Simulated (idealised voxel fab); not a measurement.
process module | voxel wiring stack
cross-section cut | 190 nm wide | cells 5 nm
A cross-section is a grid of square cells, given in bands from the top down. A band is one or more rows of cells.
Each band's line starts with the height of the band's top and of its bottom, in nm. Then come its materials from left to right, each with its width in nm. One material with "throughout" fills the band from edge to edge. "air" is empty space.
Height 0 is the level under which the wafer as received is all one material. The lowest band goes on downwards, as in "0 down".
A width such as "30 to 40" changes by the same amount from each row of cells to the next, from the band's top row to its bottom row.
"no change" after a step means that no cell of the cross-section changed.
closed voids: empty space of 8 cells or more with no open way to the top, each as width x height at its distance from the left edge, in nm
after a step's settings: what the simulator itself notes on the step
overlay nm, on a step with a mask: how far to the right of its planned place the mask lay; to the left if negative
plan
1 op RECEIVE | material Si
2 op CONFORMAL_DEP | material SiO2 | thk nm 5
3 op CONFORMAL_DEP | material SiCN | thk nm 5
4 op DIRECTIONAL_DEP | material lowk | thk nm 20
5 op MASKED_ETCH | tone open | mask id METAL_1 | width nm 25 | pitch nm 40 | etch materials lowk | depth nm 20 | overlay nm 0
6 op MASKED_ETCH | tone open | mask id METAL_1 | width nm 25 | pitch nm 40 | etch materials SiCN | depth nm 5 | overlay nm 0
7 op CONFORMAL_DEP | material TiN | thk nm 5
8 op FILL_DEP | material W | thk nm 10
9 op CMP | height nm 35
10 op CONFORMAL_DEP | material SiCN | thk nm 5
11 op DIRECTIONAL_DEP | material lowk | thk nm 10
12 op PATTERN | tone open | mask id PLUG_1 | material resist | width nm 15 | pitch nm 40 | thk nm 20 | overlay nm 0
13 op DIRECTIONAL_ETCH | etch materials lowk | depth nm 10
14 op DIRECTIONAL_ETCH | etch materials SiCN | depth nm 5
15 op STRIP | etch materials resist
16 op EPI | material Ru | thk nm 10
17 op EPI | material Ru | thk nm 5
18 op CONFORMAL_DEP | material SiCN | thk nm 5
19 op DIRECTIONAL_DEP | material lowk | thk nm 15
20 op DIRECTIONAL_DEP | material aC | thk nm 10
21 op PATTERN | tone open | mask id METAL_2 | material resist | width nm 25 | pitch nm 40 | thk nm 25 | overlay nm 0
22 op DIRECTIONAL_ETCH | etch materials aC | depth nm 10
23 op STRIP | etch materials resist
24 op DIRECTIONAL_ETCH | etch materials lowk | depth nm 15
25 op DIRECTIONAL_ETCH | etch materials SiCN | depth nm 5
26 op STRIP | etch materials aC
27 op CONFORMAL_DEP | material TiN | thk nm 5
28 op FILL_DEP | material Ru | thk nm 10
29 op CMP | height nm 70
30 op EPI | material Ru | thk nm 5
31 op FILL_DEP | material SiCN | thk nm 5
32 op DIRECTIONAL_DEP | material lowk | thk nm 30
33 op MASKED_ETCH | tone open | mask id METAL_3 | width nm 25 | pitch nm 40 | etch materials lowk | depth nm 20 | overlay nm 0
34 op DIRECTIONAL_DEP | material aC | thk nm 15
35 op PATTERN | tone open | mask id METAL_3_HOLES | material resist | width nm 15 | thk nm 35 | overlay nm 0
36 op DIRECTIONAL_ETCH | etch materials aC | depth nm 15
37 op STRIP | etch materials resist
38 op DIRECTIONAL_ETCH | etch materials lowk | depth nm 10
39 op DIRECTIONAL_ETCH | etch materials SiCN | depth nm 5
40 op STRIP | etch materials aC
41 op CONFORMAL_DEP | material TiN | thk nm 5
42 op FILL_DEP | material Ru | thk nm 5
43 op CMP | height nm 110
44 op CONFORMAL_DEP | material SiN | thk nm 5
varied across the wafers: thk nm of step 2. The plan shows the first wafer's value. All wafers start alike
first wafer as received, after step 1
  0 down: Si throughout
  closed voids: none
each wafer at the end: cells of each material gained (+) or lost (-) since it was received, then its closed voids
thk nm 5 | +71 Ru | +147 SiCN | +38 SiN | +38 SiO2 | +108 TiN | +30 W | +442 lowk | closed voids: none
thk nm 10 | +71 Ru | +147 SiCN | +38 SiN | +76 SiO2 | +76 TiN | +24 W | +442 lowk | closed voids: none
thk nm 15 | +71 Ru | +147 SiCN | +38 SiN | +114 SiO2 | +72 TiN | +18 W | +414 lowk | closed voids: none
thk nm 20 | +71 Ru | +147 SiCN | +38 SiN | +152 SiO2 | +68 TiN | +12 W | +386 lowk | closed voids: none
thk nm 25 | +71 Ru | +147 SiCN | +38 SiN | +190 SiO2 | +64 TiN | +6 W | +358 lowk | closed voids: none
